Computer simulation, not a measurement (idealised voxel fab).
Documented hereafter: the process module known as voxel transistor to metal.
Section shown: cut. Width: 175 nm. Cell size: 5 nm, square.
Cross-section layout: square cells on a grid; listed as bands, top to bottom; a band spans one or more cell rows.
The band entry comprises the height of the band's top followed by the height of its bottom, expressed in nm, and subsequently the band's materials from left to right, each stated together with its width in nm. Where a single material is marked with the word "edge to edge", that material fills the band from edge to edge. The word "air" represents empty space.
We count height from 0. Below that, the starting wafer is all one material. The lowest band never ends at the bottom but goes on down; see "from 0 down" for how that is written.
Quick explanation for "30..40": the width changes in equal steps down the rows of cells, from the first number in the band's top row to the second number in its bottom row.
Take "no change" at face value: in the step it is given for, the cross-section changed in none of its cells.
If an empty space has no open way to the top and is at least 8 cells in size, "Internal closed voids" lists it, written width x height at distance, where distance is measured from the left edge and every value is in nm.
The remark found on a step's line after its settings is issued by the simulator itself and pertains to that step.
"overlay nm" answers the question of how far to the right of plan the mask lay on a step that has a mask, and when it is negative the answer is to the left.
Process steps foreseen in the plan:
| 1 | RECEIVE,material Si |
| 2 | OXIDIZE,depth nm 5 |
| 3 | CONFORMAL_DEP,material SiN,thk nm 15 |
| 4 | MASKED_ETCH,tone cover,mask id ACTIVE,width nm 105,etch materials SiN,depth nm 15,overlay nm 0 |
| 5 | MASKED_ETCH,tone cover,mask id ACTIVE,width nm 105,etch materials SiO2,depth nm 5,overlay nm 0 |
| 6 | MASKED_ETCH,tone cover,mask id ACTIVE,width nm 105,etch materials Si,depth nm 25,overlay nm 0 |
| 7 | OXIDIZE,depth nm 5 |
| 8 | FILL_DEP,material SiO2,thk nm 5 |
| 9 | CMP,height nm 15 |
| 10 | SELECTIVE_ETCH,etch materials SiO2,depth nm 15 |
| 11 | STRIP,etch materials SiN |
| 12 | SELECTIVE_ETCH,etch materials SiO2,depth nm 5 |
| 13 | OXIDIZE,depth nm 5 |
| 14 | DIRECTIONAL_DEP,material polySi,thk nm 20 |
| 15 | DIRECTIONAL_DEP,material SiCN,thk nm 10 |
| 16 | DIRECTIONAL_DEP,material aC,thk nm 15 |
| 17 | PATTERN,tone cover,mask id GATE,material resist,width nm 35,thk nm 35,overlay nm 0 |
| 18 | DIRECTIONAL_ETCH,etch materials aC,depth nm 15 |
| 19 | STRIP,etch materials resist |
| 20 | DIRECTIONAL_ETCH,etch materials SiCN,depth nm 20 |
| 21 | DIRECTIONAL_ETCH,etch materials polySi,depth nm 30 |
| 22 | STRIP,etch materials aC |
| 23 | CONFORMAL_DEP,material SiN,thk nm 5 |
| 24 | DIRECTIONAL_ETCH,etch materials SiN,depth nm 5 |
| 25 | DIRECTIONAL_ETCH,etch materials SiO2,depth nm 5 |
| 26 | DIRECTIONAL_ETCH,etch materials Si,depth nm 10 |
| 27 | EPI,material SiGe,thk nm 15 |
| 28 | FILL_DEP,material SiO2,thk nm 5 |
| 29 | CMP,height nm 15 |
| 30 | STRIP,etch materials polySi |
| 31 | SELECTIVE_ETCH,etch materials SiO2,depth nm 5 |
| 32 | CONFORMAL_DEP,material HfO2,thk nm 5 |
| 33 | CONFORMAL_DEP,material TiN,thk nm 5 |
| 34 | FILL_DEP,material W,thk nm 5 |
| 35 | CMP,height nm 10 |
| 36 | DIRECTIONAL_DEP,material SiO2,thk nm 15 |
| 37 | MASKED_ETCH,tone open,mask id CONTACT,width nm 15,pitch nm 80,etch materials SiO2,depth nm 30,overlay nm 0 |
| 38 | CONFORMAL_DEP,material TiN,thk nm 5 |
| 39 | FILL_DEP,material W,thk nm 5 |
| 40 | CMP,height nm 25 |
| 41 | DIRECTIONAL_DEP,material TiN,thk nm 5 |
| 42 | DIRECTIONAL_DEP,material W,thk nm 15 |
| 43 | MASKED_ETCH,tone cover,mask id METAL_1,width nm 15,pitch nm 80,etch materials W,depth nm 15,overlay nm 0 |
| 44 | MASKED_ETCH,tone cover,mask id METAL_1,width nm 15,pitch nm 80,etch materials TiN,depth nm 5,overlay nm 0 |
| 45 | CONFORMAL_DEP,material SiCN,thk nm 5 |
| 46 | FILL_DEP,material lowk,thk nm 5 |
| 47 | CMP,height nm 45 |
| 48 | CONFORMAL_DEP,material SiCN,thk nm 5 |
| 49 | DIRECTIONAL_DEP,material SiO2,thk nm 30 |
| 50 | PATTERN,tone open,mask id METAL_2,material resist,width nm 15,pitch nm 80,thk nm 15,overlay nm 0 |
| 51 | DIRECTIONAL_ETCH,etch materials SiO2,depth nm 15 |
| 52 | STRIP,etch materials resist |
| 53 | DIRECTIONAL_DEP,material aC,thk nm 10 |
| 54 | PATTERN,tone open,mask id METAL_2_HOLES,material resist,width nm 15,pitch nm 80,thk nm 30,overlay nm 0 |
| 55 | DIRECTIONAL_ETCH,etch materials aC,depth nm 10 |
| 56 | STRIP,etch materials resist |
| 57 | DIRECTIONAL_ETCH,etch materials SiO2,depth nm 15 |
| 58 | DIRECTIONAL_ETCH,etch materials SiCN,depth nm 5 |
| 59 | STRIP,etch materials aC |
| 60 | CONFORMAL_DEP,material TiN,thk nm 5 |
| 61 | FILL_DEP,material Cu,thk nm 10 |
| 62 | CMP,height nm 80 |
| 63 | CONFORMAL_DEP,material SiCN,thk nm 5 |
Here's what the wafer looked like in cross-section when it arrived - that's after step 1:
* from 0 down | Si edge to edge
* Internal closed voids: none
Post-module cross-section of the first of two wafers (run per plan):
* from 85 to 80 | SiCN edge to edge
* from 80 to 50 | 40 of SiO2; 5 of TiN; 5 of Cu; 5 of TiN; 65 of SiO2; 5 of TiN; 5 of Cu; 5 of TiN; 40 of SiO2
* from 50 to 45 | 40 of SiCN; 15 of TiN; 65 of SiCN; 15 of TiN; 40 of SiCN
* from 45 to 30 | 35 of lowk; 5 of SiCN; 15 of W; 5 of SiCN; 55 of lowk; 5 of SiCN; 15 of W; 5 of SiCN; 35 of lowk
* from 30 to 25 | 40 of SiCN; 15 of TiN; 65 of SiCN; 15 of TiN; 40 of SiCN
* from 25 to 10 | 40 of SiO2; 5 of TiN; 5 of W; 5 of TiN; 65 of SiO2; 5 of TiN; 5 of W; 5 of TiN; 40 of SiO2
* from 10 to 5 | 40 of SiO2; 15 of TiN; 10 of SiO2; 5 of SiN; 5 of HfO2; 5 of TiN; 15 of W; 5 of TiN; 5 of HfO2; 5 of SiN; 10 of SiO2; 15 of TiN; 40 of SiO2
* from 5 to 0 | 40 of SiO2; 10 of TiN; 15 of SiGe; 5 of SiN; 5 of HfO2; 5 of TiN; 15 of W; 5 of TiN; 5 of HfO2; 5 of SiN; 15 of SiGe; 10 of TiN; 40 of SiO2
* from 0 to -5 | 40 of SiO2; 10 of TiN; 15 of SiGe; 5 of SiN; 5 of HfO2; 25 of TiN; 5 of HfO2; 5 of SiN; 15 of SiGe; 10 of TiN; 40 of SiO2
* from -5 to -10 | 35 of SiO2; 30 of SiGe; 45 of HfO2; 30 of SiGe; 35 of SiO2
* from -10 to -20 | 40 of SiO2; 25 of SiGe; 45 of Si; 25 of SiGe; 40 of SiO2
* from -20 to -35 | 40 of SiO2; 95 of Si; 40 of SiO2
* from -35 down | Si edge to edge
* Internal closed voids: none
Here's the second of our two wafers sectioned at module end. Same start as the first, same plan, but one mistake got made running it:
* from 85 to 80 | SiCN edge to edge
* from 80 to 50 | 40 of SiO2; 5 of TiN; 5 of Cu; 5 of TiN; 65 of SiO2; 5 of TiN; 5 of Cu; 5 of TiN; 40 of SiO2
* from 50 to 45 | 40 of SiCN; 15 of TiN; 65 of SiCN; 15 of TiN; 40 of SiCN
* from 45 to 30 | 35 of lowk; 5 of SiCN; 15 of W; 5 of SiCN; 55 of lowk; 5 of SiCN; 15 of W; 5 of SiCN; 35 of lowk
* from 30 to 25 | 40 of SiCN; 15 of TiN; 65 of SiCN; 15 of TiN; 40 of SiCN
* from 25 to 10 | 45 of SiO2; 5 of TiN; 5 of W; 5 of TiN; 65 of SiO2; 5 of TiN; 5 of W; 5 of TiN; 35 of SiO2
* from 10 to 5 | 45 of SiO2; 15 of TiN; 5 of SiO2; 5 of SiN; 5 of HfO2; 5 of TiN; 15 of W; 5 of TiN; 5 of HfO2; 5 of SiN; 15 of SiO2; 5 of TiN; 5 of W; 5 of TiN; 35 of SiO2
* from 5 to 0 | 45 of SiO2; 5 of TiN; 15 of SiGe; 5 of SiN; 5 of HfO2; 5 of TiN; 15 of W; 5 of TiN; 5 of HfO2; 5 of SiN; 15 of SiGe; 5 of TiN; 5 of W; 5 of TiN; 35 of SiO2
* from 0 to -5 | 45 of SiO2; 5 of TiN; 15 of SiGe; 5 of SiN; 5 of HfO2; 25 of TiN; 5 of HfO2; 5 of SiN; 15 of SiGe; 15 of TiN; 35 of SiO2
* from -5 to -10 | 35 of SiO2; 30 of SiGe; 45 of HfO2; 30 of SiGe; 35 of SiO2
* from -10 to -20 | 40 of SiO2; 25 of SiGe; 45 of Si; 25 of SiGe; 40 of SiO2
* from -20 to -35 | 40 of SiO2; 95 of Si; 40 of SiO2
* from -35 down | Si edge to edge
* Internal closed voids: none
Nonconformance to the process plan: step 37 ran differently from the plan; actual operation with settings: MASKED_ETCH,tone open,mask id CONTACT,width nm 15,pitch nm 80,etch materials SiO2,depth nm 30,overlay nm 5
Per the end-of-run cell counts, the second wafer holds more or fewer of some materials than the first: 2 fewer of TiN, 2 more of W
